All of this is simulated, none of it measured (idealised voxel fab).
process module | voxel released beams
cross-section cut | 230 nm wide | cells 5 nm
Bands, listed from the top down, are how a cross-section gets written in this document; the cross-section itself is a grid of square cells, and a band is one or more rows of them. Look at the band entry: it leads with the top's height and the bottom's height in nm. Then it lists the materials left to right, with a width in nm for each. The word "edge to edge" on a single material says that material fills the band edge to edge. The word "empty" is empty space. Below 0: as-received wafer, all one material; heights counted from there. Lowest band: no bottom, goes on down, written "z 0 and below". Width spec "30 to 40" -> top row of cells at first value, bottom row at second value, equal per-row change in between. A step reported as "nothing was modified" is a step in which no cell of the cross-section changed. Entry "Trapped cavities". Content: empty spaces with no open connection to the top, size 8 cells or greater. Each: width x height at distance. Distance: from left edge. Unit: nm. Step line, after settings: the simulator's comment on this step. overlay nm: step with mask; distance mask lay right of planned place; negative value = left of planned place.

Process steps (planned):
| 1 | RECEIVE with material Si |
| 2 | CONFORMAL_DEP with material SiN, thk nm 10 |
| 3 | DIRECTIONAL_DEP with material SiO2, thk nm 10 |
| 4 | PATTERN with tone open, mask id ANCHOR, material resist, width nm 40, thk nm 15, overlay nm 0 |
| 5 | DIRECTIONAL_ETCH with etch materials SiO2, depth nm 10 |
| 6 | STRIP with etch materials resist |
| 7 | CONFORMAL_DEP with material polySi, thk nm 15 |
| 8 | MASKED_ETCH with tone cover, mask id BEAM, width nm 100, etch materials polySi, depth nm 15, overlay nm 0 |
| 9 | STRIP with etch materials SiO2 |

as received, after step 1:
z 0 and below = Si edge to edge
Trapped cavities: none

End-of-module cross-section. Starting structure and process plan as above; one mistake made in running it:
z 35 to 20 = 60 empty | 100 polySi | 70 empty
z 20 to 10 = SiN edge to edge
z 10 to 0 = SiO2 edge to edge
z 0 and below = Si edge to edge
Trapped cavities: none
Run error: so 2 and 3 got swapped relative to the plan, each ran where the other was supposed to
